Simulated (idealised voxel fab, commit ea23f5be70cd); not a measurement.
process module | voxel wiring stack
FYI the section here is cut, 160 nm wide, cells are 5 nm squares.
This document writes a cross-section as a grid whose cells are square, and gives it as bands, listed from the top down; one or more rows of cells form a band. Per band: top height and bottom height in nm, followed by the left-to-right materials and their widths in nm; "everywhere" marks a single material spanning edge to edge, "air" marks empty space. The level at which height equals 0 is the one under which the wafer, as it arrives, is entirely one material. No lower edge exists for the bottom band, which continues downward and is notated as in "0 nm and below". You'd read "30 to 40" like this: the band's top row of cells is as wide as the first number, its bottom row is as wide as the second, and going down, every row changes width by the same amount as the row before did. "everything unchanged" means the step left every cell of the cross-section as it was. "Sealed void listing" specifies each empty space that is not open to the top and that occupies no fewer than 8 cells, using the form width x height at distance, the distance measured from the left edge and all three quantities in nm. Note: text after step settings on the step line = simulator remark on that step. overlay nm: on a step with a mask, how far right of its planned place the mask lay; negative means left.
**Steps in the process plan**
1. RECEIVE with material Si
2. CONFORMAL_DEP with material SiO2, thk nm 10
3. DIRECTIONAL_DEP with material TiN, thk nm 5
4. DIRECTIONAL_DEP with material W, thk nm 15
5. PATTERN with tone cover, mask id METAL_1, material resist, width nm 20, pitch nm 35, thk nm 15, overlay nm 0
6. DIRECTIONAL_ETCH with etch materials W, depth nm 15
7. DIRECTIONAL_ETCH with etch materials TiN, depth nm 5
8. STRIP with etch materials resist
9. CONFORMAL_DEP with material SiCN, thk nm 5
10. FILL_DEP with material lowk, thk nm 5
11. CMP with height nm 30
12. CONFORMAL_DEP with material SiCN, thk nm 5
13. DIRECTIONAL_DEP with material lowk, thk nm 35
14. DIRECTIONAL_DEP with material aC, thk nm 10
15. PATTERN with tone open, mask id METAL_2, material resist, width nm 20, pitch nm 35, thk nm 30, overlay nm 0
16. DIRECTIONAL_ETCH with etch materials aC, depth nm 10
17. STRIP with etch materials resist
18. DIRECTIONAL_ETCH with etch materials lowk, depth nm 20
19. STRIP with etch materials aC
20. DIRECTIONAL_DEP with material aC, thk nm 10
21. PATTERN with tone open, mask id METAL_2_HOLES, material resist, width nm 15, thk nm 30, overlay nm 0
22. DIRECTIONAL_ETCH with etch materials aC, depth nm 10
23. STRIP with etch materials resist
24. DIRECTIONAL_ETCH with etch materials lowk, depth nm 15
25. DIRECTIONAL_ETCH with etch materials SiCN, depth nm 5
26. STRIP with etch materials aC
27. CONFORMAL_DEP with material TiN, thk nm 5
28. FILL_DEP with material Cu, thk nm 10
29. CMP with height nm 70
30. CONFORMAL_DEP with material SiCN, thk nm 5
31. DIRECTIONAL_DEP with material SiO2, thk nm 25
32. DIRECTIONAL_DEP with material aC, thk nm 10
33. PATTERN with tone open, mask id METAL_3_HOLES, material resist, width nm 15, pitch nm 35, thk nm 30, overlay nm 0
34. DIRECTIONAL_ETCH with etch materials aC, depth nm 10
35. STRIP with etch materials resist
36. DIRECTIONAL_ETCH with etch materials SiO2, depth nm 25
37. STRIP with etch materials aC
38. PATTERN with tone open, mask id METAL_3, material resist, width nm 20, pitch nm 35, thk nm 15, overlay nm 0
39. DIRECTIONAL_ETCH with etch materials SiO2, depth nm 15
40. DIRECTIONAL_ETCH with etch materials SiCN, depth nm 5
41. STRIP with etch materials resist
42. CONFORMAL_DEP with material TiN, thk nm 5
43. FILL_DEP with material Ru, thk nm 5
44. CMP with height nm 100
45. CONFORMAL_DEP with material SiCN, thk nm 5
**First wafer of two (run as planned)**
**As-received state of the wafer in cross-section, equivalent to post-step 1**
	0 nm and below: Si everywhere
	Sealed void listing: none
**Cross-section through the wafer, step 2 finished**
	10 nm to 0 nm: SiO2 everywhere
	Below 0, no change.
**Cross-section through the wafer, step 3 finished**
	15 nm to 10 nm: TiN everywhere
	Below 10, no change.
**Cross-section through the wafer, step 4 finished**
	30 nm to 15 nm: W everywhere
	Below 15, no change.
**Cross-section through the wafer, step 5 finished**
	45 nm to 30 nm: 50 of air / 20 of resist / 15 of air / 20 of resist / 55 of air
	Below 30, no change.
**Cross-section through the wafer, step 6 finished**
	45 nm to 30 nm: 50 of air / 20 of resist / 15 of air / 20 of resist / 55 of air
	30 nm to 15 nm: 50 of air / 20 of W / 15 of air / 20 of W / 55 of air
	Below 15, no change.
**Cross-section through the wafer, step 7 finished**
	45 nm to 30 nm: 50 of air / 20 of resist / 15 of air / 20 of resist / 55 of air
	30 nm to 15 nm: 50 of air / 20 of W / 15 of air / 20 of W / 55 of air
	15 nm to 10 nm: 50 of air / 20 of TiN / 15 of air / 20 of TiN / 55 of air
	Below 10, no change.
**Cross-section through the wafer, step 8 finished**
	30 nm to 15 nm: 50 of air / 20 of W / 15 of air / 20 of W / 55 of air
	Below 15, no change.
**Cross-section through the wafer, step 9 finished**
	35 nm to 30 nm: 45 of air / 30 of SiCN / 5 of air / 30 of SiCN / 50 of air
	30 nm to 15 nm: 45 of air / 5 of SiCN / 20 of W / 5 of SiCN / 5 of air / 5 of SiCN / 20 of W / 5 of SiCN / 50 of air
	15 nm to 10 nm: 50 of SiCN / 20 of TiN / 15 of SiCN / 20 of TiN / 55 of SiCN
	Below 10, no change.
**Cross-section through the wafer, step 10 finished**
	40 nm to 35 nm: lowk everywhere
	35 nm to 30 nm: 45 of lowk / 30 of SiCN / 5 of lowk / 30 of SiCN / 50 of lowk
	30 nm to 15 nm: 45 of lowk / 5 of SiCN / 20 of W / 5 of SiCN / 5 of lowk / 5 of SiCN / 20 of W / 5 of SiCN / 50 of lowk
	Below 15, no change.
**Cross-section through the wafer, step 11 finished**
	30 nm to 15 nm: 45 of lowk / 5 of SiCN / 20 of W / 5 of SiCN / 5 of lowk / 5 of SiCN / 20 of W / 5 of SiCN / 50 of lowk
	Below 15, no change.
**Cross-section through the wafer, step 12 finished**
	35 nm to 30 nm: SiCN everywhere
	Below 30, no change.
**Cross-section through the wafer, step 13 finished**
	70 nm to 35 nm: lowk everywhere
	Below 35, no change.
**Cross-section through the wafer, step 14 finished**
	80 nm to 70 nm: aC everywhere
	Below 70, no change.
**Cross-section through the wafer, step 15 finished**
	110 nm to 80 nm: 50 of resist / 20 of air / 15 of resist / 20 of air / 55 of resist
	Below 80, no change.
**Cross-section through the wafer, step 16 finished**
	100 nm to 80 nm: 50 of resist / 20 of air / 15 of resist / 20 of air / 55 of resist
	80 nm to 70 nm: 50 of aC / 20 of air / 15 of aC / 20 of air / 55 of aC
	Below 70, no change.
**Cross-section through the wafer, step 17 finished**
	80 nm to 70 nm: 50 of aC / 20 of air / 15 of aC / 20 of air / 55 of aC
	Below 70, no change.
**Cross-section through the wafer, step 18 finished**
	80 nm to 70 nm: 50 of aC / 20 of air / 15 of aC / 20 of air / 55 of aC
	70 nm to 50 nm: 50 of lowk / 20 of air / 15 of lowk / 20 of air / 55 of lowk
	Below 50, no change.
**Cross-section through the wafer, step 19 finished**
	70 nm to 50 nm: 50 of lowk / 20 of air / 15 of lowk / 20 of air / 55 of lowk
	Below 50, no change.
**Cross-section through the wafer, step 20 finished**
	80 nm to 70 nm: 50 of aC / 20 of air / 15 of aC / 20 of air / 55 of aC
	70 nm to 60 nm: 50 of lowk / 20 of air / 15 of lowk / 20 of air / 55 of lowk
	60 nm to 50 nm: 50 of lowk / 20 of aC / 15 of lowk / 20 of aC / 55 of lowk
	Below 50, no change.
**Cross-section through the wafer, step 21 finished**
	110 nm to 80 nm: 50 of resist / 15 of air / 95 of resist
	80 nm to 70 nm: 50 of aC / 15 of air / 5 of resist / 15 of aC / 20 of resist / 55 of aC
	70 nm to 60 nm: 50 of lowk / 15 of air / 5 of resist / 15 of lowk / 20 of resist / 55 of lowk
	Below 60, no change.
**Cross-section through the wafer, step 22 finished**
	100 nm to 80 nm: 50 of resist / 15 of air / 95 of resist
	80 nm to 70 nm: 50 of aC / 15 of air / 5 of resist / 15 of aC / 20 of resist / 55 of aC
	70 nm to 60 nm: 50 of lowk / 15 of air / 5 of resist / 15 of lowk / 20 of resist / 55 of lowk
	60 nm to 50 nm: 50 of lowk / 15 of air / 5 of aC / 15 of lowk / 20 of aC / 55 of lowk
	Below 50, no change.
**Cross-section through the wafer, step 23 finished**
	80 nm to 70 nm: 50 of aC / 20 of air / 15 of aC / 20 of air / 55 of aC
	70 nm to 60 nm: 50 of lowk / 20 of air / 15 of lowk / 20 of air / 55 of lowk
	Below 60, no change.
**Cross-section through the wafer, step 24 finished**
	80 nm to 70 nm: 50 of aC / 20 of air / 15 of aC / 20 of air / 55 of aC
	70 nm to 60 nm: 50 of lowk / 20 of air / 15 of lowk / 20 of air / 55 of lowk
	60 nm to 50 nm: 50 of lowk / 15 of air / 5 of aC / 15 of lowk / 20 of aC / 55 of lowk
	50 nm to 35 nm: 50 of lowk / 15 of air / 95 of lowk
	Below 35, no change.
**Cross-section through the wafer, step 25 finished**
	80 nm to 70 nm: 50 of aC / 20 of air / 15 of aC / 20 of air / 55 of aC
	70 nm to 60 nm: 50 of lowk / 20 of air / 15 of lowk / 20 of air / 55 of lowk
	60 nm to 50 nm: 50 of lowk / 15 of air / 5 of aC / 15 of lowk / 20 of aC / 55 of lowk
	50 nm to 35 nm: 50 of lowk / 15 of air / 95 of lowk
	35 nm to 30 nm: 50 of SiCN / 15 of air / 95 of SiCN
	Below 30, no change.
**Cross-section through the wafer, step 26 finished**
	70 nm to 50 nm: 50 of lowk / 20 of air / 15 of lowk / 20 of air / 55 of lowk
	Below 50, no change.
**Cross-section through the wafer, step 27 finished**
	75 nm to 70 nm: 55 of TiN / 10 of air / 25 of TiN / 10 of air / 60 of TiN
	70 nm to 55 nm: 50 of lowk / 5 of TiN / 10 of air / 5 of TiN / 15 of lowk / 5 of TiN / 10 of air / 5 of TiN / 55 of lowk
	55 nm to 50 nm: 50 of lowk / 5 of TiN / 5 of air / 10 of TiN / 15 of lowk / 20 of TiN / 55 of lowk
	50 nm to 35 nm: 50 of lowk / 5 of TiN / 5 of air / 5 of TiN / 95 of lowk
	35 nm to 30 nm: 50 of SiCN / 15 of TiN / 95 of SiCN
	Below 30, no change.
**Cross-section through the wafer, step 28 finished**
	85 nm to 75 nm: Cu everywhere
	75 nm to 70 nm: 55 of TiN / 10 of Cu / 25 of TiN / 10 of Cu / 60 of TiN
	70 nm to 55 nm: 50 of lowk / 5 of TiN / 10 of Cu / 5 of TiN / 15 of lowk / 5 of TiN / 10 of Cu / 5 of TiN / 55 of lowk
	55 nm to 50 nm: 50 of lowk / 5 of TiN / 5 of Cu / 10 of TiN / 15 of lowk / 20 of TiN / 55 of lowk
	50 nm to 35 nm: 50 of lowk / 5 of TiN / 5 of Cu / 5 of TiN / 95 of lowk
	Below 35, no change.
**Cross-section through the wafer, step 29 finished**
	70 nm to 55 nm: 50 of lowk / 5 of TiN / 10 of Cu / 5 of TiN / 15 of lowk / 5 of TiN / 10 of Cu / 5 of TiN / 55 of lowk
	Below 55, no change.
**Cross-section through the wafer, step 30 finished**
	75 nm to 70 nm: SiCN everywhere
	Below 70, no change.
**Cross-section through the wafer, step 31 finished**
	100 nm to 75 nm: SiO2 everywhere
	Below 75, no change.
**Cross-section through the wafer, step 32 finished**
	110 nm to 100 nm: aC everywhere
	Below 100, no change.
**Cross-section through the wafer, step 33 finished**
	140 nm to 110 nm: 50 of resist / 15 of air / 20 of resist / 15 of air / 60 of resist
	Below 110, no change.
**Cross-section through the wafer, step 34 finished**
	130 nm to 110 nm: 50 of resist / 15 of air / 20 of resist / 15 of air / 60 of resist
	110 nm to 100 nm: 50 of aC / 15 of air / 20 of aC / 15 of air / 60 of aC
	Below 100, no change.
**Cross-section through the wafer, step 35 finished**
	110 nm to 100 nm: 50 of aC / 15 of air / 20 of aC / 15 of air / 60 of aC
	Below 100, no change.
**Cross-section through the wafer, step 36 finished**
	110 nm to 100 nm: 50 of aC / 15 of air / 20 of aC / 15 of air / 60 of aC
	100 nm to 75 nm: 50 of SiO2 / 15 of air / 20 of SiO2 / 15 of air / 60 of SiO2
	Below 75, no change.
**Cross-section through the wafer, step 37 finished**
	100 nm to 75 nm: 50 of SiO2 / 15 of air / 20 of SiO2 / 15 of air / 60 of SiO2
	Below 75, no change.
**Cross-section through the wafer, step 38 finished**
	115 nm to 100 nm: 50 of resist / 20 of air / 15 of resist / 20 of air / 55 of resist
	Below 100, no change.
**Cross-section through the wafer, step 39 finished**
	115 nm to 100 nm: 50 of resist / 20 of air / 15 of resist / 20 of air / 55 of resist
	100 nm to 85 nm: 50 of SiO2 / 20 of air / 15 of SiO2 / 20 of air / 55 of SiO2
	Below 85, no change.
**Cross-section through the wafer, step 40 finished**
	115 nm to 100 nm: 50 of resist / 20 of air / 15 of resist / 20 of air / 55 of resist
	100 nm to 85 nm: 50 of SiO2 / 20 of air / 15 of SiO2 / 20 of air / 55 of SiO2
	85 nm to 75 nm: 50 of SiO2 / 15 of air / 20 of SiO2 / 15 of air / 60 of SiO2
	75 nm to 70 nm: 50 of SiCN / 15 of air / 20 of SiCN / 15 of air / 60 of SiCN
	Below 70, no change.
**Cross-section through the wafer, step 41 finished**
	100 nm to 85 nm: 50 of SiO2 / 20 of air / 15 of SiO2 / 20 of air / 55 of SiO2
	Below 85, no change.
**Cross-section through the wafer, step 42 finished**
	105 nm to 100 nm: 55 of TiN / 10 of air / 25 of TiN / 10 of air / 60 of TiN
	100 nm to 90 nm: 50 of SiO2 / 5 of TiN / 10 of air / 5 of TiN / 15 of SiO2 / 5 of TiN / 10 of air / 5 of TiN / 55 of SiO2
	90 nm to 85 nm: 50 of SiO2 / 5 of TiN / 5 of air / 10 of TiN / 15 of SiO2 / 5 of TiN / 5 of air / 10 of TiN / 55 of SiO2
	85 nm to 75 nm: 50 of SiO2 / 5 of TiN / 5 of air / 5 of TiN / 20 of SiO2 / 5 of TiN / 5 of air / 5 of TiN / 60 of SiO2
	75 nm to 70 nm: 50 of SiCN / 15 of TiN / 20 of SiCN / 15 of TiN / 60 of SiCN
	Below 70, no change.
**Cross-section through the wafer, step 43 finished**
	110 nm to 105 nm: Ru everywhere
	105 nm to 100 nm: 55 of TiN / 10 of Ru / 25 of TiN / 10 of Ru / 60 of TiN
	100 nm to 90 nm: 50 of SiO2 / 5 of TiN / 10 of Ru / 5 of TiN / 15 of SiO2 / 5 of TiN / 10 of Ru / 5 of TiN / 55 of SiO2
	90 nm to 85 nm: 50 of SiO2 / 5 of TiN / 5 of Ru / 10 of TiN / 15 of SiO2 / 5 of TiN / 5 of Ru / 10 of TiN / 55 of SiO2
	85 nm to 75 nm: 50 of SiO2 / 5 of TiN / 5 of Ru / 5 of TiN / 20 of SiO2 / 5 of TiN / 5 of Ru / 5 of TiN / 60 of SiO2
	Below 75, no change.
**Cross-section through the wafer, step 44 finished**
	100 nm to 90 nm: 50 of SiO2 / 5 of TiN / 10 of Ru / 5 of TiN / 15 of SiO2 / 5 of TiN / 10 of Ru / 5 of TiN / 55 of SiO2
	Below 90, no change.
**Cross-section through the wafer, step 45 finished**
	105 nm to 100 nm: SiCN everywhere
	Below 100, no change.
**Second wafer - shared start and plan with the first - one error in running - same as the first up to step 30 inclusive**
**Second wafer, cross-section, planned end of step 31**
	125 nm to 75 nm: SiO2 everywhere
	Below 75, no change.
**Second wafer, cross-section, planned end of step 32**
	135 nm to 125 nm: aC everywhere
	Below 125, no change.
**Second wafer, cross-section, planned end of step 33**
	165 nm to 135 nm: 50 of resist / 15 of air / 20 of resist / 15 of air / 60 of resist
	Below 135, no change.
**Second wafer, cross-section, planned end of step 34**
	155 nm to 135 nm: 50 of resist / 15 of air / 20 of resist / 15 of air / 60 of resist
	135 nm to 125 nm: 50 of aC / 15 of air / 20 of aC / 15 of air / 60 of aC
	Below 125, no change.
**Second wafer, cross-section, planned end of step 35**
	135 nm to 125 nm: 50 of aC / 15 of air / 20 of aC / 15 of air / 60 of aC
	Below 125, no change.
**Second wafer, cross-section, planned end of step 36**
	135 nm to 125 nm: 50 of aC / 15 of air / 20 of aC / 15 of air / 60 of aC
	125 nm to 100 nm: 50 of SiO2 / 15 of air / 20 of SiO2 / 15 of air / 60 of SiO2
	Below 100, no change.
**Second wafer, cross-section, planned end of step 37**
	125 nm to 100 nm: 50 of SiO2 / 15 of air / 20 of SiO2 / 15 of air / 60 of SiO2
	Below 100, no change.
**Second wafer, cross-section, planned end of step 38**
	140 nm to 125 nm: 50 of resist / 20 of air / 15 of resist / 20 of air / 55 of resist
	Below 125, no change.
**Second wafer, cross-section, planned end of step 39**
	140 nm to 125 nm: 50 of resist / 20 of air / 15 of resist / 20 of air / 55 of resist
	125 nm to 110 nm: 50 of SiO2 / 20 of air / 15 of SiO2 / 20 of air / 55 of SiO2
	110 nm to 85 nm: 50 of SiO2 / 15 of air / 20 of SiO2 / 15 of air / 60 of SiO2
	Below 85, no change.
Second wafer, cross-section, planned end of step 40: everything unchanged
**Second wafer, cross-section, planned end of step 41**
	125 nm to 110 nm: 50 of SiO2 / 20 of air / 15 of SiO2 / 20 of air / 55 of SiO2
	Below 110, no change.
**Second wafer, cross-section, planned end of step 42**
	130 nm to 125 nm: 55 of TiN / 10 of air / 25 of TiN / 10 of air / 60 of TiN
	125 nm to 115 nm: 50 of SiO2 / 5 of TiN / 10 of air / 5 of TiN / 15 of SiO2 / 5 of TiN / 10 of air / 5 of TiN / 55 of SiO2
	115 nm to 110 nm: 50 of SiO2 / 5 of TiN / 5 of air / 10 of TiN / 15 of SiO2 / 5 of TiN / 5 of air / 10 of TiN / 55 of SiO2
	110 nm to 90 nm: 50 of SiO2 / 5 of TiN / 5 of air / 5 of TiN / 20 of SiO2 / 5 of TiN / 5 of air / 5 of TiN / 60 of SiO2
	90 nm to 85 nm: 50 of SiO2 / 15 of TiN / 20 of SiO2 / 15 of TiN / 60 of SiO2
	Below 85, no change.
**Second wafer, cross-section, planned end of step 43**
	135 nm to 130 nm: Ru everywhere
	130 nm to 125 nm: 55 of TiN / 10 of Ru / 25 of TiN / 10 of Ru / 60 of TiN
	125 nm to 115 nm: 50 of SiO2 / 5 of TiN / 10 of Ru / 5 of TiN / 15 of SiO2 / 5 of TiN / 10 of Ru / 5 of TiN / 55 of SiO2
	115 nm to 110 nm: 50 of SiO2 / 5 of TiN / 5 of Ru / 10 of TiN / 15 of SiO2 / 5 of TiN / 5 of Ru / 10 of TiN / 55 of SiO2
	110 nm to 90 nm: 50 of SiO2 / 5 of TiN / 5 of Ru / 5 of TiN / 20 of SiO2 / 5 of TiN / 5 of Ru / 5 of TiN / 60 of SiO2
	Below 90, no change.
**Second wafer, cross-section, planned end of step 44**
	100 nm to 90 nm: 50 of SiO2 / 5 of TiN / 5 of Ru / 5 of TiN / 20 of SiO2 / 5 of TiN / 5 of Ru / 5 of TiN / 60 of SiO2
	Below 90, no change.
**Second wafer, cross-section, planned end of step 45**
	105 nm to 100 nm: SiCN everywhere
	Below 100, no change.
What was the processing mistake? execution of plan step 31 occurred twice
The final cell counts differ between the wafers, with the second having more or fewer of some materials than the first: 10 fewer of Ru; 6 more of SiCN; 18 more of SiO2; 14 fewer of TiN
